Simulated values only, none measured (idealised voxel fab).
This is a process module. Its name is voxel ribs on slabs.
The cross-section shown here is cut; it is 295 nm wide and divided into square cells measuring 5 nm on a side.
Cross-sections here: square-cell grids, written as top-down lists of bands, a band being one or more rows of cells. The entry gives the band's vertical extent as a top height and a bottom height in nm, then its horizontal make-up as materials from left to right, each with a width in nm. "air" stands for empty space; a single material marked "everywhere" fills the band edge to edge. A quick word on heights: they are counted from 0, and under that level the wafer as it came to us is one material throughout. The lowest band is different from the rest in having no bottom; it simply continues downward, written as in "0 and below". The expression "30 to 40" gives the width at the extremes of the band, the first number at its top row of cells and the second at its bottom row, with the width changing by equal amounts from each row to the next in between. You'll sometimes find "no change occurred" written for a step, and that's the way of saying that nowhere in the cross-section did a cell change during that step. Each empty space that has no open way to the top and spans at least 8 cells appears under "Voids, fully enclosed" as width x height at distance, the distance counted from the left edge, all in nm. Whatever follows a step's settings on its line is a remark the simulator itself makes about that step. Steps that use a mask can have "overlay nm" on their line. It says how far the mask sat to the right of where it was meant to be. Negative means to the left.
Listed below are the process steps as planned:
1,RECEIVE: material Si
2,DIRECTIONAL_DEP: material SiO2, thk nm 20
3,DIRECTIONAL_DEP: material SiN, thk nm 15
4,MASKED_ETCH: tone cover, mask id RIB, width nm 20, etch materials SiN, depth nm 5, overlay nm 0
5,DIRECTIONAL_DEP: material aC, thk nm 15
6,PATTERN: tone cover, mask id SLAB, material resist, width nm 50, thk nm 30, overlay nm 0
7,DIRECTIONAL_ETCH: etch materials aC, depth nm 15
8,STRIP: etch materials resist
9,DIRECTIONAL_ETCH: etch materials SiN, depth nm 10
10,STRIP: etch materials aC
11,FILL_DEP: material SiO2, thk nm 20
12,CMP: height nm 45
13,DIRECTIONAL_DEP: material TiN, thk nm 5
14,PATTERN: tone cover, mask id HEATER, material resist, width nm 30, thk nm 15, overlay nm 0
15,DIRECTIONAL_ETCH: etch materials TiN, depth nm 5
16,STRIP: etch materials resist
17,CONFORMAL_DEP: material SiO2, thk nm 10
Cross-sectional view of the wafer in its as-received condition, corresponding to the state after step 1:
- 0 and below: Si everywhere
- Voids, fully enclosed: none
Cross-sectional view of the first of the two wafers upon completion of the module, processed in accordance with the plan:
- 60 down to 55: air=120 / SiO2=50 / air=125
- 55 down to 50: SiO2 everywhere
- 50 down to 45: SiO2=130 / TiN=30 / SiO2=135
- 45 down to 35: SiO2 everywhere
- 35 down to 30: SiO2=135 / SiN=20 / SiO2=140
- 30 down to 20: SiO2=120 / SiN=50 / SiO2=125
- 20 down to 0: SiO2 everywhere
- 0 and below: Si everywhere
- Voids, fully enclosed: none
This cross-section belongs to the second wafer of two at the end of the module; the start and the plan were shared with the first, and the run included one mistake:
- 60 down to 55: air=120 / SiO2=50 / air=125
- 55 down to 50: SiO2 everywhere
- 50 down to 45: SiO2=130 / TiN=30 / SiO2=135
- 45 down to 35: SiO2 everywhere
- 35 down to 30: SiO2=130 / SiN=30 / SiO2=135
- 30 down to 20: SiO2=120 / SiN=50 / SiO2=125
- 20 down to 0: SiO2 everywhere
- 0 and below: Si everywhere
- Voids, fully enclosed: none
Processing error: not per plan at step 4, really ran MASKED_ETCH: tone cover, mask id RIB, width nm 30, etch materials SiN, depth nm 5, overlay nm 0
The final cell counts differ between the wafers, with the second having more or fewer of some materials than the first: SiN +2; SiO2 -2
